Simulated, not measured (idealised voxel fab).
Process module under the name voxel gate over fins
The cross-section shown here is cut; it is 275 nm wide and divided into square cells measuring 5 nm on a side.
Each cross-section below is a grid of square cells, stated as bands in top-down order, with one or more rows of cells making up each band. Quick guide to a band line: top height, bottom height (nm) up front; then every material left to right with its width in nm. Only one material and it's marked "throughout"? Then it fills the band edge to edge. And "air" just means empty space. Note: height 0 marks the level under which the wafer is uniformly one material as received. Lowest band unbounded below, written "0 nm and below". The notation "30->40" denotes a width that varies across the rows of cells in the band, beginning at the first number in the top row, finishing at the second number in the bottom row, and changing by an identical amount from each row to the next. Where the words "nothing changed" appear for a step, the cross-section shows no cell changed by that step; every cell remained as before. The entry titled "Closed void listing" provides the empty spaces that have no open way to the top, restricted to those of 8 cells or more. Each is presented as width x height at distance, the distance being measured from the left edge, with all three in nm. Past the settings on a step's line: simulator remark, on that step. You can add "overlay nm" to a step's line. For a step with a mask, it describes how far the mask lay to the right of its planned position, and a negative number describes a lay to the left.

-- Process steps (planned)
1) RECEIVE,material Si
2) CONFORMAL_DEP,material SiN,thk nm 5
3) PATTERN,tone cover,mask id FINS,material resist,width nm 15,pitch nm 55,thk nm 15,overlay nm 0
4) DIRECTIONAL_ETCH,etch materials SiN,depth nm 5
5) DIRECTIONAL_ETCH,etch materials Si,depth nm 30
6) STRIP,etch materials resist
7) FILL_DEP,material SiO2,thk nm 10
8) CMP,height nm 5
9) MASKED_ETCH,tone open,mask id RAIL,width nm 15,etch materials SiO2,depth nm 30,overlay nm 0
10) CONFORMAL_DEP,material TiN,thk nm 5
11) FILL_DEP,material W,thk nm 5
12) CMP,height nm 5
13) SELECTIVE_ETCH,etch materials W Ru TiN,depth nm 20
14) FILL_DEP,material SiO2,thk nm 5
15) CMP,height nm 5
16) SELECTIVE_ETCH,etch materials SiO2,depth nm 15
17) STRIP,etch materials SiN
18) CONFORMAL_DEP,material HfO2,thk nm 5
19) CONFORMAL_DEP,material TiN,thk nm 5
20) CONFORMAL_DEP,material TiAl,thk nm 5
21) CONFORMAL_DEP,material TiN,thk nm 5
22) FILL_DEP,material W,thk nm 15
23) CMP,height nm 30
24) CONFORMAL_DEP,material SiN,thk nm 10

-- as received, after step 1
	0 nm and below: Si throughout
	Closed void listing: none

-- Module complete, cross-section. Starting point and plan per above. One mistake made in running the module
	40 nm to 30 nm: SiN throughout
	30 nm to 15 nm: W throughout
	15 nm to 10 nm: 85 of W, then 45 of TiN, then 10 of W, then 45 of TiN, then 90 of W
	10 nm to 5 nm: 85 of W, then 5 of TiN, then 35 of TiAl, then 5 of TiN, then 10 of W, then 5 of TiN, then 35 of TiAl, then 5 of TiN, then 90 of W
	5 nm to 0 nm: 90 of TiN, then 5 of TiAl, then 25 of TiN, then 5 of TiAl, then 20 of TiN, then 5 of TiAl, then 25 of TiN, then 5 of TiAl, then 95 of TiN
	0 nm to -5 nm: 95 of TiAl, then 5 of TiN, then 15 of Si, then 5 of TiN, then 30 of TiAl, then 5 of TiN, then 15 of Si, then 5 of TiN, then 100 of TiAl
	-5 nm to -10 nm: 100 of TiN, then 15 of Si, then 40 of TiN, then 15 of Si, then 105 of TiN
	-10 nm to -15 nm: 100 of SiO2, then 15 of Si, then 40 of SiO2, then 15 of Si, then 105 of SiO2
	-15 nm to -20 nm: 100 of SiO2, then 15 of Si, then 10 of SiO2, then 5 of TiN, then 5 of W, then 5 of TiN, then 15 of SiO2, then 15 of Si, then 105 of SiO2
	-20 nm to -25 nm: 100 of SiO2, then 15 of Si, then 10 of SiO2, then 15 of TiN, then 15 of SiO2, then 15 of Si, then 105 of SiO2
	-25 nm to -30 nm: 100 of SiO2, then 15 of Si, then 40 of SiO2, then 15 of Si, then 105 of SiO2
	-30 nm and below: Si throughout
	Closed void listing: none
Deviation from plan: plan step 18 never ran because it was skipped
